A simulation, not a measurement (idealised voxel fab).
process module | voxel air gaps
cross-section cut | 175 nm wide | cells 5 nm
A cross-section is a grid of square cells, given in bands from the top down. A band is one or more rows of cells.
Each band's line starts with the height of the band's top and of its bottom, in nm. Then come its materials from left to right, each with its width in nm. One material with "throughout" fills the band from edge to edge. "air" is empty space.
Height 0 is the level under which the wafer as received is all one material. The lowest band goes on downwards, as in "0 down".
A width such as "30 to 40" changes by the same amount from each row of cells to the next, from the band's top row to its bottom row.
"no change" after a step means that no cell of the cross-section changed.
closed voids: empty space of 8 cells or more with no open way to the top, each as width x height at its distance from the left edge, in nm
after a step's settings: what the simulator itself notes on the step
overlay nm, on a step with a mask: how far to the right of its planned place the mask lay; to the left if negative
plan
1 op RECEIVE | material Si
2 op CONFORMAL_DEP | material SiO2 | thk nm 15
3 op CONFORMAL_DEP | material SiN | thk nm 5
4 op DIRECTIONAL_DEP | material SiO2 | thk nm 40
5 op MASKED_ETCH | tone open | mask id LINES | width nm 25 | pitch nm 50 | etch materials SiO2 | depth nm 40 | overlay nm 0
6 op CONFORMAL_DEP | material TiN | thk nm 5
7 op FILL_DEP | material Cu | thk nm 10
8 op CMP | height nm 60
9 op EPI | material Ru | thk nm 10
10 op SELECTIVE_ETCH | etch materials SiO2 | depth nm 50
11 op CONFORMAL_DEP | material SiCN | thk nm 5
as received, after step 1
  0 down: Si throughout
  closed voids: none
a wafer at the end: this start, this plan, one mistake
  75 to 70: air 10 | SiCN 155 | air 10
  70 to 60: air 10 | SiCN 5 | Ru 45 | SiCN 5 | Ru 45 | SiCN 5 | Ru 45 | SiCN 5 | air 10
  60 to 55: air 10 | SiCN 15 | TiN 5 | Cu 15 | TiN 5 | SiCN 25 | TiN 5 | Cu 15 | TiN 5 | SiCN 25 | TiN 5 | Cu 15 | TiN 5 | SiCN 15 | air 10
  55 to 40: air 20 | SiCN 5 | TiN 5 | Cu 15 | TiN 5 | SiCN 5 | air 15 | SiCN 5 | TiN 5 | Cu 15 | TiN 5 | SiCN 5 | air 15 | SiCN 5 | TiN 5 | Cu 15 | TiN 5 | SiCN 5 | air 20
  40 to 35: SiCN 25 | TiN 25 | SiCN 25 | TiN 25 | SiCN 25 | TiN 25 | SiCN 25
  35 to 30: SiN throughout
  30 to 0: SiO2 throughout
  0 down: Si throughout
  closed voids: 15 x 15 at 55; 15 x 15 at 105
what went wrong: step 2 was run twice
